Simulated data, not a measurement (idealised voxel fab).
Process module name: voxel gate over fins
We display cut, a cross-section 230 nm in width whose square cells are each 5 nm.
We lay out every cross-section as a grid of square cells and spell it out in bands from the top down, where one band means one or more rows of cells. Each band's line starts with the height of the band's top and of its bottom, in nm. Then come its materials from left to right, each with its width in nm. One material with "all across" fills the band from edge to edge. "empty" is empty space. Height datum 0, below which the as-received substrate wafer is one material. Lowest band open at the bottom, running downward: "top 0, no bottom". Width "30->40": first value at the band's top row of cells, second value at its bottom row, equal change from row to row. You'll sometimes find "remained the same" written for a step, and that's the way of saying that nowhere in the cross-section did a cell change during that step. The list in "Fully enclosed voids" covers empty spaces of 8 cells or more that cannot reach the top through any open way, and it gives each as width x height at distance; the distance is from the left edge, and width, height and distance are in nm. Read whatever lies past the settings on a step's line as the simulator's own remark about the step. On any step carrying a mask, the "overlay nm" setting, if present on the step's line, tells how far right of its planned place the mask lay; negative values point to the left.
[The process steps that were planned are listed below]
1) RECEIVE [material Si]
2) CONFORMAL_DEP [material SiN] [thk nm 5]
3) MASKED_ETCH [tone cover] [mask id FINS] [width nm 15] [pitch nm 35] [etch materials SiN] [depth nm 5] [overlay nm 0]
4) MASKED_ETCH [tone cover] [mask id FINS] [width nm 15] [pitch nm 35] [etch materials Si] [depth nm 40] [overlay nm 0]
5) OXIDIZE [depth nm 5]
6) FILL_DEP [material SiO2] [thk nm 10]
7) CMP [height nm 5]
8) SELECTIVE_ETCH [etch materials SiO2] [depth nm 20]
9) STRIP [etch materials SiN]
10) CONFORMAL_DEP [material HfO2] [thk nm 5]
11) CONFORMAL_DEP [material TiN] [thk nm 5]
12) FILL_DEP [material W] [thk nm 15]
13) CMP [height nm 20]
14) CONFORMAL_DEP [material SiCN] [thk nm 5]
[First wafer of two (run as planned)]
[The cross-section here shows the wafer as received, i.e. in its state after step 1]
> top 0, no bottom | Si all across
> Fully enclosed voids: none
[Cross-section through the wafer, step 2 finished]
> top 5, bottom 0 | SiN all across
> Everything under 0 stays put, no change at all.
[Cross-section through the wafer, step 3 finished]
> top 5, bottom 0 | empty 70 nm, then SiN 15 nm, then empty 20 nm, then SiN 15 nm, then empty 20 nm, then SiN 15 nm, then empty 75 nm
> Everything under 0 stays put, no change at all.
[Cross-section through the wafer, step 4 finished]
> top 5, bottom 0 | empty 70 nm, then SiN 15 nm, then empty 20 nm, then SiN 15 nm, then empty 20 nm, then SiN 15 nm, then empty 75 nm
> top 0, bottom -40 | empty 70 nm, then Si 15 nm, then empty 20 nm, then Si 15 nm, then empty 20 nm, then Si 15 nm, then empty 75 nm
> Everything under -40 stays put, no change at all.
[Cross-section through the wafer, step 5 finished]
> top 5, bottom 0 | empty 70 nm, then SiN 15 nm, then empty 20 nm, then SiN 15 nm, then empty 20 nm, then SiN 15 nm, then empty 75 nm
> top 0, bottom -40 | empty 70 nm, then SiO2 5 nm, then Si 5 nm, then SiO2 5 nm, then empty 20 nm, then SiO2 5 nm, then Si 5 nm, then SiO2 5 nm, then empty 20 nm, then SiO2 5 nm, then Si 5 nm, then SiO2 5 nm, then empty 75 nm
> top -40, bottom -45 | SiO2 75 nm, then Si 5 nm, then SiO2 30 nm, then Si 5 nm, then SiO2 30 nm, then Si 5 nm, then SiO2 80 nm
> Everything under -45 stays put, no change at all.
[Cross-section through the wafer, step 6 finished]
> top 15, bottom 5 | SiO2 all across
> top 5, bottom 0 | SiO2 70 nm, then SiN 15 nm, then SiO2 20 nm, then SiN 15 nm, then SiO2 20 nm, then SiN 15 nm, then SiO2 75 nm
> top 0, bottom -45 | SiO2 75 nm, then Si 5 nm, then SiO2 30 nm, then Si 5 nm, then SiO2 30 nm, then Si 5 nm, then SiO2 80 nm
> Everything under -45 stays put, no change at all.
[Cross-section through the wafer, step 7 finished]
> top 5, bottom 0 | SiO2 70 nm, then SiN 15 nm, then SiO2 20 nm, then SiN 15 nm, then SiO2 20 nm, then SiN 15 nm, then SiO2 75 nm
> Everything under 0 stays put, no change at all.
[Cross-section through the wafer, step 8 finished]
> top 5, bottom 0 | empty 70 nm, then SiN 15 nm, then empty 20 nm, then SiN 15 nm, then empty 20 nm, then SiN 15 nm, then empty 75 nm
> top 0, bottom -15 | empty 75 nm, then Si 5 nm, then empty 30 nm, then Si 5 nm, then empty 30 nm, then Si 5 nm, then empty 80 nm
> Everything under -15 stays put, no change at all.
[Cross-section through the wafer, step 9 finished]
> top 0, bottom -15 | empty 75 nm, then Si 5 nm, then empty 30 nm, then Si 5 nm, then empty 30 nm, then Si 5 nm, then empty 80 nm
> Everything under -15 stays put, no change at all.
[Cross-section through the wafer, step 10 finished]
> top 5, bottom 0 | empty 70 nm, then HfO2 15 nm, then empty 20 nm, then HfO2 15 nm, then empty 20 nm, then HfO2 15 nm, then empty 75 nm
> top 0, bottom -10 | empty 70 nm, then HfO2 5 nm, then Si 5 nm, then HfO2 5 nm, then empty 20 nm, then HfO2 5 nm, then Si 5 nm, then HfO2 5 nm, then empty 20 nm, then HfO2 5 nm, then Si 5 nm, then HfO2 5 nm, then empty 75 nm
> top -10, bottom -15 | HfO2 75 nm, then Si 5 nm, then HfO2 30 nm, then Si 5 nm, then HfO2 30 nm, then Si 5 nm, then HfO2 80 nm
> Everything under -15 stays put, no change at all.
[Cross-section through the wafer, step 11 finished]
> top 10, bottom 5 | empty 65 nm, then TiN 25 nm, then empty 10 nm, then TiN 25 nm, then empty 10 nm, then TiN 25 nm, then empty 70 nm
> top 5, bottom 0 | empty 65 nm, then TiN 5 nm, then HfO2 15 nm, then TiN 5 nm, then empty 10 nm, then TiN 5 nm, then HfO2 15 nm, then TiN 5 nm, then empty 10 nm, then TiN 5 nm, then HfO2 15 nm, then TiN 5 nm, then empty 70 nm
> top 0, bottom -5 | empty 65 nm, then TiN 5 nm, then HfO2 5 nm, then Si 5 nm, then HfO2 5 nm, then TiN 5 nm, then empty 10 nm, then TiN 5 nm, then HfO2 5 nm, then Si 5 nm, then HfO2 5 nm, then TiN 5 nm, then empty 10 nm, then TiN 5 nm, then HfO2 5 nm, then Si 5 nm, then HfO2 5 nm, then TiN 5 nm, then empty 70 nm
> top -5, bottom -10 | TiN 70 nm, then HfO2 5 nm, then Si 5 nm, then HfO2 5 nm, then TiN 20 nm, then HfO2 5 nm, then Si 5 nm, then HfO2 5 nm, then TiN 20 nm, then HfO2 5 nm, then Si 5 nm, then HfO2 5 nm, then TiN 75 nm
> Everything under -10 stays put, no change at all.
[Cross-section through the wafer, step 12 finished]
> top 25, bottom 10 | W all across
> top 10, bottom 5 | W 65 nm, then TiN 25 nm, then W 10 nm, then TiN 25 nm, then W 10 nm, then TiN 25 nm, then W 70 nm
> top 5, bottom 0 | W 65 nm, then TiN 5 nm, then HfO2 15 nm, then TiN 5 nm, then W 10 nm, then TiN 5 nm, then HfO2 15 nm, then TiN 5 nm, then W 10 nm, then TiN 5 nm, then HfO2 15 nm, then TiN 5 nm, then W 70 nm
> top 0, bottom -5 | W 65 nm, then TiN 5 nm, then HfO2 5 nm, then Si 5 nm, then HfO2 5 nm, then TiN 5 nm, then W 10 nm, then TiN 5 nm, then HfO2 5 nm, then Si 5 nm, then HfO2 5 nm, then TiN 5 nm, then W 10 nm, then TiN 5 nm, then HfO2 5 nm, then Si 5 nm, then HfO2 5 nm, then TiN 5 nm, then W 70 nm
> Everything under -5 stays put, no change at all.
[Cross-section through the wafer, step 13 finished]
> top 20, bottom 10 | W all across
> Everything under 10 stays put, no change at all.
[Cross-section through the wafer, step 14 finished]
> top 25, bottom 20 | SiCN all across
> Everything under 20 stays put, no change at all.
[The second wafer was prepared from the same starting point and under the same plan as the first; its processing contained one mistake, and it remains indistinguishable from the first wafer up to and including step 2]
[Cross-section of the second wafer at the time step 3 of the plan should have ended]
> top 5, bottom 0 | empty 80 nm, then SiN 15 nm, then empty 20 nm, then SiN 15 nm, then empty 20 nm, then SiN 15 nm, then empty 65 nm
> Everything under 0 stays put, no change at all.
[Cross-section of the second wafer at the time step 4 of the plan should have ended]
> top 5, bottom 0 | empty 80 nm, then SiN 15 nm, then empty 20 nm, then SiN 15 nm, then empty 20 nm, then SiN 15 nm, then empty 65 nm
> top 0, bottom -40 | empty 70 nm, then Si 25 nm, then empty 10 nm, then Si 25 nm, then empty 10 nm, then Si 25 nm, then empty 65 nm
> Everything under -40 stays put, no change at all.
[Cross-section of the second wafer at the time step 5 of the plan should have ended]
> top 5, bottom 0 | empty 80 nm, then SiN 15 nm, then empty 20 nm, then SiN 15 nm, then empty 20 nm, then SiN 15 nm, then empty 65 nm
> top 0, bottom -5 | empty 70 nm, then SiO2 15 nm, then Si 5 nm, then SiO2 5 nm, then empty 10 nm, then SiO2 15 nm, then Si 5 nm, then SiO2 5 nm, then empty 10 nm, then SiO2 15 nm, then Si 5 nm, then SiO2 5 nm, then empty 65 nm
> top -5, bottom -40 | empty 70 nm, then SiO2 5 nm, then Si 15 nm, then SiO2 5 nm, then empty 10 nm, then SiO2 5 nm, then Si 15 nm, then SiO2 5 nm, then empty 10 nm, then SiO2 5 nm, then Si 15 nm, then SiO2 5 nm, then empty 65 nm
> top -40, bottom -45 | SiO2 75 nm, then Si 15 nm, then SiO2 20 nm, then Si 15 nm, then SiO2 20 nm, then Si 15 nm, then SiO2 70 nm
> Everything under -45 stays put, no change at all.
[Cross-section of the second wafer at the time step 6 of the plan should have ended]
> top 15, bottom 5 | SiO2 all across
> top 5, bottom 0 | SiO2 80 nm, then SiN 15 nm, then SiO2 20 nm, then SiN 15 nm, then SiO2 20 nm, then SiN 15 nm, then SiO2 65 nm
> top 0, bottom -5 | SiO2 85 nm, then Si 5 nm, then SiO2 30 nm, then Si 5 nm, then SiO2 30 nm, then Si 5 nm, then SiO2 70 nm
> top -5, bottom -45 | SiO2 75 nm, then Si 15 nm, then SiO2 20 nm, then Si 15 nm, then SiO2 20 nm, then Si 15 nm, then SiO2 70 nm
> Everything under -45 stays put, no change at all.
[Cross-section of the second wafer at the time step 7 of the plan should have ended]
> top 5, bottom 0 | SiO2 80 nm, then SiN 15 nm, then SiO2 20 nm, then SiN 15 nm, then SiO2 20 nm, then SiN 15 nm, then SiO2 65 nm
> Everything under 0 stays put, no change at all.
[Cross-section of the second wafer at the time step 8 of the plan should have ended]
> top 5, bottom 0 | empty 80 nm, then SiN 15 nm, then empty 20 nm, then SiN 15 nm, then empty 20 nm, then SiN 15 nm, then empty 65 nm
> top 0, bottom -5 | empty 85 nm, then Si 5 nm, then empty 30 nm, then Si 5 nm, then empty 30 nm, then Si 5 nm, then empty 70 nm
> top -5, bottom -15 | empty 75 nm, then Si 15 nm, then empty 20 nm, then Si 15 nm, then empty 20 nm, then Si 15 nm, then empty 70 nm
> Everything under -15 stays put, no change at all.
[Cross-section of the second wafer at the time step 9 of the plan should have ended]
> top 0, bottom -5 | empty 85 nm, then Si 5 nm, then empty 30 nm, then Si 5 nm, then empty 30 nm, then Si 5 nm, then empty 70 nm
> Everything under -5 stays put, no change at all.
[Cross-section of the second wafer at the time step 10 of the plan should have ended]
> top 5, bottom 0 | empty 80 nm, then HfO2 15 nm, then empty 20 nm, then HfO2 15 nm, then empty 20 nm, then HfO2 15 nm, then empty 65 nm
> top 0, bottom -10 | empty 70 nm, then HfO2 15->5 nm, then Si 5->15 nm, then HfO2 5 nm, then empty 10 nm, then HfO2 15->5 nm, then Si 5->15 nm, then HfO2 5 nm, then empty 10 nm, then HfO2 15->5 nm, then Si 5->15 nm, then HfO2 5 nm, then empty 65 nm
> top -10, bottom -15 | HfO2 75 nm, then Si 15 nm, then HfO2 20 nm, then Si 15 nm, then HfO2 20 nm, then Si 15 nm, then HfO2 70 nm
> Everything under -15 stays put, no change at all.
[Cross-section of the second wafer at the time step 11 of the plan should have ended]
> top 10, bottom 5 | empty 75 nm, then TiN 25 nm, then empty 10 nm, then TiN 25 nm, then empty 10 nm, then TiN 25 nm, then empty 60 nm
> top 5, bottom 0 | empty 65 nm, then TiN 15 nm, then HfO2 15 nm, then TiN 20 nm, then HfO2 15 nm, then TiN 20 nm, then HfO2 15 nm, then TiN 5 nm, then empty 60 nm
> top 0, bottom -5 | empty 65 nm, then TiN 5 nm, then HfO2 15 nm, then Si 5 nm, then HfO2 5 nm, then TiN 10 nm, then HfO2 15 nm, then Si 5 nm, then HfO2 5 nm, then TiN 10 nm, then HfO2 15 nm, then Si 5 nm, then HfO2 5 nm, then TiN 5 nm, then empty 60 nm
> top -5, bottom -10 | TiN 70 nm, then HfO2 5 nm, then Si 15 nm, then HfO2 5 nm, then TiN 10 nm, then HfO2 5 nm, then Si 15 nm, then HfO2 5 nm, then TiN 10 nm, then HfO2 5 nm, then Si 15 nm, then HfO2 5 nm, then TiN 65 nm
> Everything under -10 stays put, no change at all.
[Cross-section of the second wafer at the time step 12 of the plan should have ended]
> top 25, bottom 10 | W all across
> top 10, bottom 5 | W 75 nm, then TiN 25 nm, then W 10 nm, then TiN 25 nm, then W 10 nm, then TiN 25 nm, then W 60 nm
> top 5, bottom 0 | W 65 nm, then TiN 15 nm, then HfO2 15 nm, then TiN 20 nm, then HfO2 15 nm, then TiN 20 nm, then HfO2 15 nm, then TiN 5 nm, then W 60 nm
> top 0, bottom -5 | W 65 nm, then TiN 5 nm, then HfO2 15 nm, then Si 5 nm, then HfO2 5 nm, then TiN 10 nm, then HfO2 15 nm, then Si 5 nm, then HfO2 5 nm, then TiN 10 nm, then HfO2 15 nm, then Si 5 nm, then HfO2 5 nm, then TiN 5 nm, then W 60 nm
> Everything under -5 stays put, no change at all.
[Cross-section of the second wafer at the time step 13 of the plan should have ended]
> top 20, bottom 10 | W all across
> Everything under 10 stays put, no change at all.
[Cross-section of the second wafer at the time step 14 of the plan should have ended]
> top 25, bottom 20 | SiCN all across
> Everything under 20 stays put, no change at all.
What was done differently from what was planned? contrary to plan, step 3 was performed as MASKED_ETCH [tone cover] [mask id FINS] [width nm 15] [pitch nm 35] [etch materials SiN] [depth nm 5] [overlay nm 10]
The second wafer ends with more or fewer cells of some materials than the first, per final count: +48 Si | -36 SiO2 | -12 W
